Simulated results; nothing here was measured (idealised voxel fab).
Herein follows the process module entitled voxel self aligned vias.
Pictured: cross-section cut, 215 nm wide, on a grid of 5 nm square cells.
How to read a cross-section here: the picture is a grid of square cells, written as bands going from the top down, and any band can span one or more rows of cells.
Top, bottom (nm), then materials left to right with widths (nm); lone material tagged "all across" fills the whole band edge to edge; "air" = empty space.
We count height from 0. Below that, the starting wafer is all one material. The lowest band never ends at the bottom but goes on down; see "top 0, no bottom" for how that is written.
A width such as "30..40" changes by the same amount from each row of cells to the next, from the band's top row to its bottom row.
It should be understood that the words "remained unchanged", when stated for a given step, signify that the cross-section underwent no change in any of its cells during that step.
"Cavities, closed" enumerates empty spaces isolated from the top, with no open way to it, that contain at least 8 cells, giving each as width x height at distance from the left edge, all three in nm.
Past the settings on a step's line: simulator remark, on that step.
Steps that use a mask can have "overlay nm" on their line. It says how far the mask sat to the right of where it was meant to be. Negative means to the left.

The planned process steps are enumerated hereunder
1) RECEIVE | material Si
2) CONFORMAL_DEP | material SiO2 | thk nm 10
3) CONFORMAL_DEP | material SiCN | thk nm 5
4) DIRECTIONAL_DEP | material SiO2 | thk nm 20
5) MASKED_ETCH | tone open | mask id LINES | width nm 20 | pitch nm 45 | etch materials SiO2 | depth nm 20 | overlay nm 0
6) CONFORMAL_DEP | material TiN | thk nm 5
7) FILL_DEP | material Ru | thk nm 10
8) CMP | height nm 35
9) SELECTIVE_ETCH | etch materials W Ru TiN | depth nm 5
10) FILL_DEP | material SiN | thk nm 5
11) CMP | height nm 35
12) DIRECTIONAL_DEP | material SiO2 | thk nm 15
13) DIRECTIONAL_DEP | material aC | thk nm 15
14) PATTERN | tone open | mask id VIAS | material resist | width nm 30 | thk nm 35 | overlay nm 0
15) DIRECTIONAL_ETCH | etch materials aC | depth nm 15
16) STRIP | etch materials resist
17) DIRECTIONAL_ETCH | etch materials SiO2 | depth nm 15
18) DIRECTIONAL_ETCH | etch materials SiN | depth nm 5
19) STRIP | etch materials aC
20) CONFORMAL_DEP | material TiN | thk nm 5
21) FILL_DEP | material W | thk nm 10
22) CMP | height nm 50
23) CONFORMAL_DEP | material SiN | thk nm 5

First wafer, two in total, run as planned

Cross-section: wafer on arrival = after step 1
  top 0, no bottom | Si all across
  Cavities, closed: none

Cross-section: wafer state after step 2
  top 10, bottom 0 | SiO2 all across
  Below 0 it's all the same as before, nothing changed down there.

Cross-section: wafer state after step 3
  top 15, bottom 10 | SiCN all across
  Below 10 it's all the same as before, nothing changed down there.

Cross-section: wafer state after step 4
  top 35, bottom 15 | SiO2 all across
  Below 15 it's all the same as before, nothing changed down there.

Cross-section: wafer state after step 5
  top 35, bottom 15 | SiO2: 75 / air: 20 / SiO2: 25 / air: 20 / SiO2: 75
  Below 15 it's all the same as before, nothing changed down there.

Cross-section: wafer state after step 6
  top 40, bottom 35 | TiN: 80 / air: 10 / TiN: 35 / air: 10 / TiN: 80
  top 35, bottom 20 | SiO2: 75 / TiN: 5 / air: 10 / TiN: 5 / SiO2: 25 / TiN: 5 / air: 10 / TiN: 5 / SiO2: 75
  top 20, bottom 15 | SiO2: 75 / TiN: 20 / SiO2: 25 / TiN: 20 / SiO2: 75
  Below 15 it's all the same as before, nothing changed down there.

Cross-section: wafer state after step 7
  top 50, bottom 40 | Ru all across
  top 40, bottom 35 | TiN: 80 / Ru: 10 / TiN: 35 / Ru: 10 / TiN: 80
  top 35, bottom 20 | SiO2: 75 / TiN: 5 / Ru: 10 / TiN: 5 / SiO2: 25 / TiN: 5 / Ru: 10 / TiN: 5 / SiO2: 75
  Below 20 it's all the same as before, nothing changed down there.

Cross-section: wafer state after step 8
  top 35, bottom 20 | SiO2: 75 / TiN: 5 / Ru: 10 / TiN: 5 / SiO2: 25 / TiN: 5 / Ru: 10 / TiN: 5 / SiO2: 75
  Below 20 it's all the same as before, nothing changed down there.

Cross-section: wafer state after step 9
  top 35, bottom 30 | SiO2: 75 / air: 20 / SiO2: 25 / air: 20 / SiO2: 75
  Below 30 it's all the same as before, nothing changed down there.

Cross-section: wafer state after step 10
  top 40, bottom 35 | SiN all across
  top 35, bottom 30 | SiO2: 75 / SiN: 20 / SiO2: 25 / SiN: 20 / SiO2: 75
  Below 30 it's all the same as before, nothing changed down there.

Cross-section: wafer state after step 11
  top 35, bottom 30 | SiO2: 75 / SiN: 20 / SiO2: 25 / SiN: 20 / SiO2: 75
  Below 30 it's all the same as before, nothing changed down there.

Cross-section: wafer state after step 12
  top 50, bottom 35 | SiO2 all across
  Below 35 it's all the same as before, nothing changed down there.

Cross-section: wafer state after step 13
  top 65, bottom 50 | aC all across
  Below 50 it's all the same as before, nothing changed down there.

Cross-section: wafer state after step 14
  top 100, bottom 65 | resist: 70 / air: 30 / resist: 115
  Below 65 it's all the same as before, nothing changed down there.

Cross-section: wafer state after step 15
  top 85, bottom 65 | resist: 70 / air: 30 / resist: 115
  top 65, bottom 50 | aC: 70 / air: 30 / aC: 115
  Below 50 it's all the same as before, nothing changed down there.

Cross-section: wafer state after step 16
  top 65, bottom 50 | aC: 70 / air: 30 / aC: 115
  Below 50 it's all the same as before, nothing changed down there.

Cross-section: wafer state after step 17
  top 65, bottom 50 | aC: 70 / air: 30 / aC: 115
  top 50, bottom 35 | SiO2: 70 / air: 30 / SiO2: 115
  Below 35 it's all the same as before, nothing changed down there.

Cross-section: wafer state after step 18
  top 65, bottom 50 | aC: 70 / air: 30 / aC: 115
  top 50, bottom 35 | SiO2: 70 / air: 30 / SiO2: 115
  top 35, bottom 30 | SiO2: 75 / air: 20 / SiO2: 25 / SiN: 20 / SiO2: 75
  Below 30 it's all the same as before, nothing changed down there.

Cross-section: wafer state after step 19
  top 50, bottom 35 | SiO2: 70 / air: 30 / SiO2: 115
  Below 35 it's all the same as before, nothing changed down there.

Cross-section: wafer state after step 20
  top 55, bottom 50 | TiN: 75 / air: 20 / TiN: 120
  top 50, bottom 40 | SiO2: 70 / TiN: 5 / air: 20 / TiN: 5 / SiO2: 115
  top 40, bottom 35 | SiO2: 70 / TiN: 10 / air: 10 / TiN: 10 / SiO2: 115
  top 35, bottom 30 | SiO2: 75 / TiN: 20 / SiO2: 25 / SiN: 20 / SiO2: 75
  Below 30 it's all the same as before, nothing changed down there.

Cross-section: wafer state after step 21
  top 65, bottom 55 | W all across
  top 55, bottom 50 | TiN: 75 / W: 20 / TiN: 120
  top 50, bottom 40 | SiO2: 70 / TiN: 5 / W: 20 / TiN: 5 / SiO2: 115
  top 40, bottom 35 | SiO2: 70 / TiN: 10 / W: 10 / TiN: 10 / SiO2: 115
  Below 35 it's all the same as before, nothing changed down there.

Cross-section: wafer state after step 22
  top 50, bottom 40 | SiO2: 70 / TiN: 5 / W: 20 / TiN: 5 / SiO2: 115
  Below 40 it's all the same as before, nothing changed down there.

Cross-section: wafer state after step 23
  top 55, bottom 50 | SiN all across
  Below 50 it's all the same as before, nothing changed down there.

What follows concerns the second wafer, which started out like the first and was meant to follow the very same plan; one mistake crept in when it was run, but everything up to and including step 1 is the same as for the first wafer

Cross-section of the second wafer when, according to plan, step 2 should have finished
  top 5, bottom 0 | SiCN all across
  Below 0 it's all the same as before, nothing changed down there.

Cross-section of the second wafer when, according to plan, step 3 should have finished
  top 15, bottom 5 | SiO2 all across
  Below 5 it's all the same as before, nothing changed down there.

Cross-section of the second wafer when, according to plan, step 4 should have finished
  top 35, bottom 5 | SiO2 all across
  Below 5 it's all the same as before, nothing changed down there.

Cross-section of the second wafer when, according to plan, step 5 should have finished
  top 35, bottom 15 | SiO2: 75 / air: 20 / SiO2: 25 / air: 20 / SiO2: 75
  Below 15 it's all the same as before, nothing changed down there.

Cross-section of the second wafer when, according to plan, step 6 should have finished
  top 40, bottom 35 | TiN: 80 / air: 10 / TiN: 35 / air: 10 / TiN: 80
  top 35, bottom 20 | SiO2: 75 / TiN: 5 / air: 10 / TiN: 5 / SiO2: 25 / TiN: 5 / air: 10 / TiN: 5 / SiO2: 75
  top 20, bottom 15 | SiO2: 75 / TiN: 20 / SiO2: 25 / TiN: 20 / SiO2: 75
  Below 15 it's all the same as before, nothing changed down there.

Cross-section of the second wafer when, according to plan, step 7 should have finished
  top 50, bottom 40 | Ru all across
  top 40, bottom 35 | TiN: 80 / Ru: 10 / TiN: 35 / Ru: 10 / TiN: 80
  top 35, bottom 20 | SiO2: 75 / TiN: 5 / Ru: 10 / TiN: 5 / SiO2: 25 / TiN: 5 / Ru: 10 / TiN: 5 / SiO2: 75
  Below 20 it's all the same as before, nothing changed down there.

Cross-section of the second wafer when, according to plan, step 8 should have finished
  top 35, bottom 20 | SiO2: 75 / TiN: 5 / Ru: 10 / TiN: 5 / SiO2: 25 / TiN: 5 / Ru: 10 / TiN: 5 / SiO2: 75
  Below 20 it's all the same as before, nothing changed down there.

Cross-section of the second wafer when, according to plan, step 9 should have finished
  top 35, bottom 30 | SiO2: 75 / air: 20 / SiO2: 25 / air: 20 / SiO2: 75
  Below 30 it's all the same as before, nothing changed down there.

Cross-section of the second wafer when, according to plan, step 10 should have finished
  top 40, bottom 35 | SiN all across
  top 35, bottom 30 | SiO2: 75 / SiN: 20 / SiO2: 25 / SiN: 20 / SiO2: 75
  Below 30 it's all the same as before, nothing changed down there.

Cross-section of the second wafer when, according to plan, step 11 should have finished
  top 35, bottom 30 | SiO2: 75 / SiN: 20 / SiO2: 25 / SiN: 20 / SiO2: 75
  Below 30 it's all the same as before, nothing changed down there.

Cross-section of the second wafer when, according to plan, step 12 should have finished
  top 50, bottom 35 | SiO2 all across
  Below 35 it's all the same as before, nothing changed down there.

Cross-section of the second wafer when, according to plan, step 13 should have finished
  top 65, bottom 50 | aC all across
  Below 50 it's all the same as before, nothing changed down there.

Cross-section of the second wafer when, according to plan, step 14 should have finished
  top 100, bottom 65 | resist: 70 / air: 30 / resist: 115
  Below 65 it's all the same as before, nothing changed down there.

Cross-section of the second wafer when, according to plan, step 15 should have finished
  top 85, bottom 65 | resist: 70 / air: 30 / resist: 115
  top 65, bottom 50 | aC: 70 / air: 30 / aC: 115
  Below 50 it's all the same as before, nothing changed down there.

Cross-section of the second wafer when, according to plan, step 16 should have finished
  top 65, bottom 50 | aC: 70 / air: 30 / aC: 115
  Below 50 it's all the same as before, nothing changed down there.

Cross-section of the second wafer when, according to plan, step 17 should have finished
  top 65, bottom 50 | aC: 70 / air: 30 / aC: 115
  top 50, bottom 35 | SiO2: 70 / air: 30 / SiO2: 115
  Below 35 it's all the same as before, nothing changed down there.

Cross-section of the second wafer when, according to plan, step 18 should have finished
  top 65, bottom 50 | aC: 70 / air: 30 / aC: 115
  top 50, bottom 35 | SiO2: 70 / air: 30 / SiO2: 115
  top 35, bottom 30 | SiO2: 75 / air: 20 / SiO2: 25 / SiN: 20 / SiO2: 75
  Below 30 it's all the same as before, nothing changed down there.

Cross-section of the second wafer when, according to plan, step 19 should have finished
  top 50, bottom 35 | SiO2: 70 / air: 30 / SiO2: 115
  Below 35 it's all the same as before, nothing changed down there.

Cross-section of the second wafer when, according to plan, step 20 should have finished
  top 55, bottom 50 | TiN: 75 / air: 20 / TiN: 120
  top 50, bottom 40 | SiO2: 70 / TiN: 5 / air: 20 / TiN: 5 / SiO2: 115
  top 40, bottom 35 | SiO2: 70 / TiN: 10 / air: 10 / TiN: 10 / SiO2: 115
  top 35, bottom 30 | SiO2: 75 / TiN: 20 / SiO2: 25 / SiN: 20 / SiO2: 75
  Below 30 it's all the same as before, nothing changed down there.

Cross-section of the second wafer when, according to plan, step 21 should have finished
  top 65, bottom 55 | W all across
  top 55, bottom 50 | TiN: 75 / W: 20 / TiN: 120
  top 50, bottom 40 | SiO2: 70 / TiN: 5 / W: 20 / TiN: 5 / SiO2: 115
  top 40, bottom 35 | SiO2: 70 / TiN: 10 / W: 10 / TiN: 10 / SiO2: 115
  Below 35 it's all the same as before, nothing changed down there.

Cross-section of the second wafer when, according to plan, step 22 should have finished
  top 50, bottom 40 | SiO2: 70 / TiN: 5 / W: 20 / TiN: 5 / SiO2: 115
  Below 40 it's all the same as before, nothing changed down there.

Cross-section of the second wafer when, according to plan, step 23 should have finished
  top 55, bottom 50 | SiN all across
  Below 50 it's all the same as before, nothing changed down there.
Processing error: ran 2 and 3 in swapped order versus the plan
Matching per-material cell counts, mismatched positions: that is how the second wafer compares with the first at the end.
